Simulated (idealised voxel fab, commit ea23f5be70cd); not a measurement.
Module name: voxel self aligned contacts (process module)
Shown is cross-section cut, with a width of 230 nm and square cells of size 5 nm.
In this document a cross-section is written as a grid of square cells. It is given as a series of bands, listed from the top down, and a band is one or more rows of cells. It is stipulated that each band's entry specify, in nanometres, the height of the top of the band and then that of its bottom, followed by the materials of the band in left-to-right sequence, each together with its width in nanometres. A single material marked by the word "edge to edge" is understood to fill the band from edge to edge; the word "empty" is understood to denote empty space. The reference from which all heights are counted is 0, the level beneath which the as-received wafer is entirely one material; the lowest band, having no lower bound, proceeds downward and is written after the example "0 down". It should be noted that a width expressed as "30..40" varies in equal increments from row to row of cells within the band, taking the value of the first number at the top row and that of the second number at the bottom row. "nothing got changed" means the step left every cell of the cross-section as it was. Empty spaces counting at least 8 cells and having no open way to the top are listed in "Voids, sealed". The notation width x height at distance is used for each, the distance being from the left edge and all three values in nm. Heads up: the bit after the settings on a step's line is the simulator's remark on that step. On any step carrying a mask, the "overlay nm" setting, if present on the step's line, tells how far right of its planned place the mask lay; negative values point to the left.
## Steps planned for the process
step 1: RECEIVE, material Si
step 2: OXIDIZE, depth nm 5
step 3: DIRECTIONAL_DEP, material polySi, thk nm 25
step 4: DIRECTIONAL_DEP, material SiN, thk nm 20
step 5: PATTERN, tone cover, mask id GATE, material resist, width nm 35, pitch nm 70, thk nm 15, overlay nm 0
step 6: DIRECTIONAL_ETCH, etch materials SiN, depth nm 20
step 7: DIRECTIONAL_ETCH, etch materials polySi, depth nm 25
step 8: STRIP, etch materials resist
step 9: CONFORMAL_DEP, material SiN, thk nm 5
step 10: DIRECTIONAL_ETCH, etch materials SiN, depth nm 5
step 11: FILL_DEP, material SiO2, thk nm 15
step 12: CMP, height nm 50
step 13: MASKED_ETCH, tone open, mask id CONTACT, width nm 55, etch materials SiO2, depth nm 55, overlay nm 0
step 14: CONFORMAL_DEP, material TiN, thk nm 5
step 15: FILL_DEP, material Ru, thk nm 10
step 16: CMP, height nm 50
step 17: CONFORMAL_DEP, material SiCN, thk nm 5
## Wafer at receipt (post step 1), cross-section
	0 down  Si edge to edge
	Voids, sealed: none
## Result of the module, cross-sectioned: start per above, plan per above, one error in how it was run
	55 to 50  SiCN edge to edge
	50 to 45  85 nm SiO2  20 nm TiN  15 nm Ru  20 nm TiN  90 nm SiO2
	45 to 25  55 nm SiO2  45 nm SiN  5 nm TiN  15 nm Ru  5 nm TiN  45 nm SiN  60 nm SiO2
	25 to 10  55 nm SiO2  5 nm SiN  35 nm polySi  5 nm SiN  5 nm TiN  15 nm Ru  5 nm TiN  5 nm SiN  35 nm polySi  5 nm SiN  60 nm SiO2
	10 to 5  55 nm SiO2  5 nm SiN  35 nm polySi  5 nm SiN  25 nm TiN  5 nm SiN  35 nm polySi  5 nm SiN  60 nm SiO2
	5 to 0  60 nm SiN  35 nm polySi  35 nm SiN  35 nm polySi  65 nm SiN
	0 to -5  SiO2 edge to edge
	-5 down  Si edge to edge
	Voids, sealed: none
Short version of what went wrong: deviation from plan: step 10 and step 9 executed in one another's positions
